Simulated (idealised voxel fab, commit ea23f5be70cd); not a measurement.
Process module in this document: voxel local oxidation
The cross-section shown here is cut; it is 265 nm wide and divided into square cells measuring 5 nm on a side.
Bands, listed from the top down, are how a cross-section gets written in this document; the cross-section itself is a grid of square cells, and a band is one or more rows of them. A band entry consists of two parts. The first gives the height of the band's top and the height of its bottom, in nm. The rest lists the band's materials from left to right, each with its width in nm. A single material labelled with the word "all across" fills the band from edge to edge, and the word "air" marks empty space. Where do heights start? At 0: under that level the wafer as delivered is made of one material only. And the lowest band has no floor; it just carries on downward, as in "from 0 down". Read "30->40" as a graded width: first number on top, second number at the bottom, same change between each pair of neighbouring rows. "no modification", as given for a step, is the statement that not any cell of the cross-section underwent a change during that step. You'll see "Closed void table" listing empty spaces that have no way open to the top, as long as they're 8 cells or more; the notation is width x height at distance, where the distance is from the left edge, and all of it is in nm. It should be noted that, on the line of a given step, the content following the step's settings is a remark produced by the simulator itself with respect to that step. overlay nm: mask offset rightward from planned place, masked step; negative means leftward offset.

Listed below are the process steps as planned:
1. RECEIVE,material Si
2. OXIDIZE,depth nm 5
3. CONFORMAL_DEP,material SiN,thk nm 15
4. MASKED_ETCH,tone cover,mask id ACTIVE,width nm 95,pitch nm 125,etch materials SiN,depth nm 15,overlay nm 0
5. SELECTIVE_ETCH,etch materials SiO2,depth nm 5
6. OXIDIZE,depth nm 15
7. STRIP,etch materials SiN
Variable across wafers: step 4 width nm (plan value is that of the first wafer; starting state common to all).

The as-received cross-section of the first of several wafers corresponds to the state after step 1:
> from 0 down = Si all across
> Closed void table: none

Tabulated below, wafer by wafer, are the end-of-module results: for each material, the number of cells gained (+) or lost (-) relative to the as-received state, followed by the closed voids:
width nm 95; -146 Si; +127 SiO2; Closed void table: none
width nm 100; -140 Si; +123 SiO2; Closed void table: none
width nm 105; -134 Si; +119 SiO2; Closed void table: none
width nm 110; -128 Si; +115 SiO2; Closed void table: none
